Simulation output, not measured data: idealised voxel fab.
Herein follows the process module entitled voxel gate over fins.
Xsec cut, 270 nm wide, square cell size 5 nm.
This document writes a cross-section as a grid whose cells are square, and gives it as bands, listed from the top down; one or more rows of cells form a band.
The entry gives the band's vertical extent as a top height and a bottom height in nm, then its horizontal make-up as materials from left to right, each with a width in nm. "air" stands for empty space; a single material marked "throughout" fills the band edge to edge.
The level at which height equals 0 is the one under which the wafer, as it arrives, is entirely one material. No lower edge exists for the bottom band, which continues downward and is notated as in "0 down".
A two-number width, for instance "30->40", indicates that the width is equal to the first number in the top row of the band and to the second number in the bottom row, and that it changes by a constant amount per row of cells.
Basically "nothing got changed" means that step didn't change any cell in the cross-section.
"Entrapped void list" contains a list of empty spaces, each no smaller than 8 cells and without an open way to the top, written in the form width x height at distance with the distance from the left edge and all three in nm.
Step line, after settings: the simulator's comment on this step.
overlay nm, on a step with a mask: how far to the right of its planned place the mask lay; to the left if negative
**This section lists the process steps that were planned**
1. RECEIVE with material Si
2. CONFORMAL_DEP with material SiN, thk nm 5
3. MASKED_ETCH with tone cover, mask id FINS, width nm 15, pitch nm 55, etch materials SiN, depth nm 5, overlay nm 0
4. MASKED_ETCH with tone cover, mask id FINS, width nm 15, pitch nm 55, etch materials Si, depth nm 30, overlay nm 0
5. FILL_DEP with material SiO2, thk nm 15
6. CMP with height nm 5
7. DIRECTIONAL_DEP with material aC, thk nm 15
8. PATTERN with tone open, mask id RAIL, material resist, width nm 15, thk nm 35, overlay nm 0
9. DIRECTIONAL_ETCH with etch materials aC, depth nm 15
10. STRIP with etch materials resist
11. DIRECTIONAL_ETCH with etch materials SiO2, depth nm 30
12. STRIP with etch materials aC
13. CONFORMAL_DEP with material TiN, thk nm 5
14. FILL_DEP with material Ru, thk nm 5
15. CMP with height nm 5
16. SELECTIVE_ETCH with etch materials W Ru TiN, depth nm 25
17. FILL_DEP with material SiO2, thk nm 5
18. CMP with height nm 5
19. SELECTIVE_ETCH with etch materials SiO2, depth nm 20
20. STRIP with etch materials SiN
21. CONFORMAL_DEP with material HfO2, thk nm 5
22. CONFORMAL_DEP with material TiN, thk nm 5
23. FILL_DEP with material W, thk nm 10
24. CMP with height nm 15
25. CONFORMAL_DEP with material SiN, thk nm 10
**As-received wafer cross-section (after step 1)**
    0 down = Si throughout
    Entrapped void list: none
**Cross-section, first of two wafers, end of module, run as planned**
    25 to 15 = SiN throughout
    15 to 10 = W throughout
    10 to 5 = W (90)  TiN (35)  W (20)  TiN (35)  W (90)
    5 to 0 = W (90)  TiN (5)  HfO2 (25)  TiN (5)  W (20)  TiN (5)  HfO2 (25)  TiN (5)  W (90)
    0 to -5 = W (90)  TiN (5)  HfO2 (5)  Si (15)  HfO2 (5)  TiN (5)  W (20)  TiN (5)  HfO2 (5)  Si (15)  HfO2 (5)  TiN (5)  W (90)
    -5 to -10 = TiN (95)  HfO2 (5)  Si (15)  HfO2 (5)  TiN (30)  HfO2 (5)  Si (15)  HfO2 (5)  TiN (95)
    -10 to -15 = HfO2 (100)  Si (15)  HfO2 (40)  Si (15)  HfO2 (100)
    -15 to -20 = SiO2 (100)  Si (15)  SiO2 (40)  Si (15)  SiO2 (100)
    -20 to -25 = SiO2 (100)  Si (15)  SiO2 (10)  TiN (15)  SiO2 (15)  Si (15)  SiO2 (100)
    -25 to -30 = SiO2 (100)  Si (15)  SiO2 (40)  Si (15)  SiO2 (100)
    -30 down = Si throughout
    Entrapped void list: none
**Wafer two (of two), end-of-module cross-section: start = wafer one, plan = wafer one, one run mistake**
    25 to 15 = SiN throughout
    15 to 5 = W throughout
    5 to 0 = W (95)  TiN (25)  W (30)  TiN (25)  W (95)
    0 to -10 = W (95)  TiN (5)  Si (15)  TiN (5)  W (30)  TiN (5)  Si (15)  TiN (5)  W (95)
    -10 to -15 = TiN (100)  Si (15)  TiN (40)  Si (15)  TiN (100)
    -15 to -20 = SiO2 (100)  Si (15)  SiO2 (40)  Si (15)  SiO2 (100)
    -20 to -25 = SiO2 (100)  Si (15)  SiO2 (10)  TiN (15)  SiO2 (15)  Si (15)  SiO2 (100)
    -25 to -30 = SiO2 (100)  Si (15)  SiO2 (40)  Si (15)  SiO2 (100)
    -30 down = Si throughout
    Entrapped void list: none
Deviation noted in wafer processing: plan step 21 never ran because it was skipped
Final tally in cells, some materials are higher or lower on the second wafer than on the first: -66 HfO2 | +66 W
